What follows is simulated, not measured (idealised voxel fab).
process module | voxel gate over fins
Pictured: cross-section cut, 145 nm wide, on a grid of 5 nm square cells.
Notation: cross-section as square-cell grid; stated in bands, top first, going down; one or more cell rows per band.
For a band, the entry starts with two heights in nm, that of the top and then that of the bottom, and carries on with the band's materials in order from left to right, each alongside its width in nm; the word "everywhere" beside a single material means it fills the band edge to edge, and "blank" means empty space.
Zero point of the height axis is 0; under it, received wafer = one material. Lowest band: continues down indefinitely, "top 0, no bottom".
The expression "30..40" gives the width at the extremes of the band, the first number at its top row of cells and the second at its bottom row, with the width changing by equal amounts from each row to the next in between.
"changes: none", as given for a step, is the statement that not any cell of the cross-section underwent a change during that step.
The label "Fully enclosed voids" introduces a list of the empty spaces, 8 cells or larger, that have no open way up to the top; each entry in it reads width x height at distance, where the distance is taken from the left edge and all three are stated in nm.
Read whatever lies past the settings on a step's line as the simulator's own remark about the step.
"overlay nm" answers the question of how far to the right of plan the mask lay on a step that has a mask, and when it is negative the answer is to the left.
The steps planned for the process are as follows
1 op RECEIVE | material Si
2 op CONFORMAL_DEP | material SiN | thk nm 10
3 op MASKED_ETCH | tone cover | mask id FINS | width nm 15 | pitch nm 45 | etch materials SiN | depth nm 10 | overlay nm 0
4 op MASKED_ETCH | tone cover | mask id FINS | width nm 15 | pitch nm 45 | etch materials Si | depth nm 35 | overlay nm 0
5 op OXIDIZE | depth nm 5
6 op FILL_DEP | material SiO2 | thk nm 10
7 op CMP | height nm 10
8 op SELECTIVE_ETCH | etch materials SiO2 | depth nm 25
9 op STRIP | etch materials SiN
10 op CONFORMAL_DEP | material HfO2 | thk nm 5
11 op CONFORMAL_DEP | material TiN | thk nm 5
12 op CONFORMAL_DEP | material TiAl | thk nm 5
13 op CONFORMAL_DEP | material TiN | thk nm 5
14 op FILL_DEP | material W | thk nm 10
15 op CMP | height nm 25
16 op CONFORMAL_DEP | material SiCN | thk nm 10
The cross-section here shows the wafer as received, i.e. in its state after step 1
    top 0, no bottom: Si everywhere
    Fully enclosed voids: none
The plan above was carried out on the starting structure above with one mistake, and this cross-section shows the wafer at the end of the module
    top 35, bottom 25: SiCN everywhere
    top 25, bottom 20: W everywhere
    top 20, bottom 10: 5 nm W, then 135 nm TiN, then 5 nm W
    top 10, bottom 5: 5 nm W, then 10 nm TiN, then 25 nm TiAl, then 20 nm TiN, then 25 nm TiAl, then 20 nm TiN, then 25 nm TiAl, then 10 nm TiN, then 5 nm W
    top 5, bottom 0: 15 nm TiN, then 5 nm TiAl, then 15 nm HfO2, then 5 nm TiAl, then 20 nm TiN, then 5 nm TiAl, then 15 nm HfO2, then 5 nm TiAl, then 20 nm TiN, then 5 nm TiAl, then 15 nm HfO2, then 5 nm TiAl, then 15 nm TiN
    top 0, bottom -5: 15 nm TiN, then 5 nm TiAl, then 5 nm HfO2, then 5 nm Si, then 5 nm HfO2, then 5 nm TiAl, then 20 nm TiN, then 5 nm TiAl, then 5 nm HfO2, then 5 nm Si, then 5 nm HfO2, then 5 nm TiAl, then 20 nm TiN, then 5 nm TiAl, then 5 nm HfO2, then 5 nm Si, then 5 nm HfO2, then 5 nm TiAl, then 15 nm TiN
    top -5, bottom -10: 20 nm TiAl, then 5 nm HfO2, then 5 nm Si, then 5 nm HfO2, then 30 nm TiAl, then 5 nm HfO2, then 5 nm Si, then 5 nm HfO2, then 30 nm TiAl, then 5 nm HfO2, then 5 nm Si, then 5 nm HfO2, then 20 nm TiAl
    top -10, bottom -15: 25 nm HfO2, then 5 nm Si, then 40 nm HfO2, then 5 nm Si, then 40 nm HfO2, then 5 nm Si, then 25 nm HfO2
    top -15, bottom -40: 25 nm SiO2, then 5 nm Si, then 40 nm SiO2, then 5 nm Si, then 40 nm SiO2, then 5 nm Si, then 25 nm SiO2
    top -40, no bottom: Si everywhere
    Fully enclosed voids: none
In executing the process, a mistake was made relative to the plan: the intended sequence of steps 11 and 12 was reversed during processing, with each occupying the position of the other
